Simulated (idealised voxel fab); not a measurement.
This section sets out a process module, namely voxel plated lines.
Shown is cross-section cut, with a width of 230 nm and square cells of size 5 nm.
Square cells in a grid make up a cross-section in this document, and the grid is given as bands, listed from the top down, each one or more rows of cells. Band: top height; bottom height; in nm. Then, left to right: material with width in nm, for each material. "all across": a single material spanning edge to edge. "air": empty space. Height reference: 0 = level under which incoming wafer is all one material. Lowest band: no bottom, runs on downward, e.g. "0 and below". The two numbers in a width such as "30 to 40" mark its ends across the band: the first belongs to the top row of cells, the second to the bottom row, and from each row to the next the width moves by the same amount. Take "no modification" at face value: in the step it is given for, the cross-section changed in none of its cells. Reported under the label "Enclosed void listing" are the empty spaces having no open way to the top and comprising 8 cells or more; the notation for each is width x height at distance, in which the distance is measured from the left edge and all three values are in nm. Heads up: the bit after the settings on a step's line is the simulator's remark on that step. Steps that use a mask can have "overlay nm" on their line. It says how far the mask sat to the right of where it was meant to be. Negative means to the left.

Planned process steps:
1,RECEIVE with material Si
2,CONFORMAL_DEP with material SiN, thk nm 15
3,DIRECTIONAL_DEP with material TiN, thk nm 5
4,PATTERN with tone open, mask id LINES, material resist, width nm 15, pitch nm 35, thk nm 20, overlay nm 0
5,EPI with material Ru, thk nm 5
6,STRIP with etch materials resist
7,DIRECTIONAL_ETCH with etch materials TiN, depth nm 5
8,CONFORMAL_DEP with material SiN, thk nm 10

First out of two wafers; run went to plan:

Wafer at receipt (post step 1), cross-section:
	0 and below = Si all across
	Enclosed void listing: none

The wafer in cross-section once step 2 is complete:
	15 down to 0 = SiN all across
	For the remainder of the cross-section, below 0, there is no change.

The wafer in cross-section once step 3 is complete:
	20 down to 15 = TiN all across
	For the remainder of the cross-section, below 15, there is no change.

The wafer in cross-section once step 4 is complete:
	40 down to 20 = 55 of resist / 15 of air / 20 of resist / 15 of air / 20 of resist / 15 of air / 20 of resist / 15 of air / 55 of resist
	For the remainder of the cross-section, below 20, there is no change.

The wafer in cross-section once step 5 is complete:
	40 down to 25 = 55 of resist / 15 of air / 20 of resist / 15 of air / 20 of resist / 15 of air / 20 of resist / 15 of air / 55 of resist
	25 down to 20 = 55 of resist / 15 of Ru / 20 of resist / 15 of Ru / 20 of resist / 15 of Ru / 20 of resist / 15 of Ru / 55 of resist
	For the remainder of the cross-section, below 20, there is no change.

The wafer in cross-section once step 6 is complete:
	25 down to 20 = 55 of air / 15 of Ru / 20 of air / 15 of Ru / 20 of air / 15 of Ru / 20 of air / 15 of Ru / 55 of air
	For the remainder of the cross-section, below 20, there is no change.

The wafer in cross-section once step 7 is complete:
	25 down to 20 = 55 of air / 15 of Ru / 20 of air / 15 of Ru / 20 of air / 15 of Ru / 20 of air / 15 of Ru / 55 of air
	20 down to 15 = 55 of air / 15 of TiN / 20 of air / 15 of TiN / 20 of air / 15 of TiN / 20 of air / 15 of TiN / 55 of air
	For the remainder of the cross-section, below 15, there is no change.

The wafer in cross-section once step 8 is complete:
	35 down to 25 = 45 of air / 140 of SiN / 45 of air
	25 down to 20 = 55 of SiN / 15 of Ru / 20 of SiN / 15 of Ru / 20 of SiN / 15 of Ru / 20 of SiN / 15 of Ru / 55 of SiN
	20 down to 15 = 55 of SiN / 15 of TiN / 20 of SiN / 15 of TiN / 20 of SiN / 15 of TiN / 20 of SiN / 15 of TiN / 55 of SiN
	For the remainder of the cross-section, below 15, there is no change.

Second wafer, same starting state and plan as the first, one mistake in the run, identical through step 7:

What the second wafer looks like in cross-section when step 8 should have wrapped up: no modification
Deviation from plan: the plan's step 8 went unexecuted, having been skipped
Per the end-of-run cell counts, the second wafer holds more or fewer of some materials than the first: SiN: 124 fewer
